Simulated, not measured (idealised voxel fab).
Process module heading - voxel ribs on slabs
Shown is cross-section cut, with a width of 255 nm and square cells of size 5 nm.
Bands, listed from the top down, are how a cross-section gets written in this document; the cross-section itself is a grid of square cells, and a band is one or more rows of them.
Band: top height; bottom height; in nm. Then, left to right: material with width in nm, for each material. "everywhere": a single material spanning edge to edge. "air": empty space.
Zero point of the height axis is 0; under it, received wafer = one material. Lowest band: continues down indefinitely, "0 down".
Think of "30->40" as a width that walks from the first number to the second as you go down the band, top row to bottom row, taking equal-sized steps from row to row.
"nothing got changed" after a step means that no cell of the cross-section changed.
Basically, "Cavities, closed" tells you about the enclosed voids: empty spaces with no open way to the top, 8 cells or bigger, each written width x height at distance, where distance is from the left edge, all in nm.
On a step's line, text after the settings is the simulator commenting on that step.
overlay nm, on a step with a mask: how far to the right of its planned place the mask lay; to the left if negative

### Process steps foreseen in the plan
| 1 | RECEIVE,material Si |
| 2 | DIRECTIONAL_DEP,material SiO2,thk nm 30 |
| 3 | DIRECTIONAL_DEP,material polySi,thk nm 25 |
| 4 | MASKED_ETCH,tone cover,mask id RIB,width nm 15,etch materials polySi,depth nm 5,overlay nm 0 |
| 5 | MASKED_ETCH,tone cover,mask id SLAB,width nm 75,etch materials polySi,depth nm 20,overlay nm 0 |
| 6 | FILL_DEP,material SiO2,thk nm 20 |
| 7 | CMP,height nm 65 |
| 8 | DIRECTIONAL_DEP,material TiN,thk nm 5 |
| 9 | DIRECTIONAL_DEP,material aC,thk nm 15 |
| 10 | PATTERN,tone cover,mask id HEATER,material resist,width nm 25,thk nm 30,overlay nm 0 |
| 11 | DIRECTIONAL_ETCH,etch materials aC,depth nm 15 |
| 12 | STRIP,etch materials resist |
| 13 | DIRECTIONAL_ETCH,etch materials TiN,depth nm 5 |
| 14 | STRIP,etch materials aC |
| 15 | CONFORMAL_DEP,material SiO2,thk nm 10 |

### Received-state cross-section, reflecting completion of step 1
> 0 down  Si everywhere
> Cavities, closed: none

### Cross-section taken at module completion on the first of two wafers; processed per the plan
> 80 to 75  air (105), SiO2 (45), air (105)
> 75 to 70  SiO2 everywhere
> 70 to 65  SiO2 (115), TiN (25), SiO2 (115)
> 65 to 55  SiO2 everywhere
> 55 to 50  SiO2 (120), polySi (15), SiO2 (120)
> 50 to 30  SiO2 (90), polySi (75), SiO2 (90)
> 30 to 0  SiO2 everywhere
> 0 down  Si everywhere
> Cavities, closed: none

### Second wafer through the module, sectioned at the end: same beginning and same plan as the first wafer, with one mistake in carrying it out
> 80 to 75  air (110), SiO2 (35), air (110)
> 75 to 70  SiO2 everywhere
> 70 to 65  SiO2 (120), TiN (15), SiO2 (120)
> 65 to 55  SiO2 everywhere
> 55 to 50  SiO2 (120), polySi (15), SiO2 (120)
> 50 to 30  SiO2 (90), polySi (75), SiO2 (90)
> 30 to 0  SiO2 everywhere
> 0 down  Si everywhere
> Cavities, closed: none
What went wrong in running the wafer? step 10 did not use the planned setting and instead ran as PATTERN,tone cover,mask id HEATER,material resist,width nm 15,thk nm 30,overlay nm 0
It is noted that, at the conclusion of processing, the second wafer exhibits a higher or lower cell count for certain materials relative to the first: -2 TiN
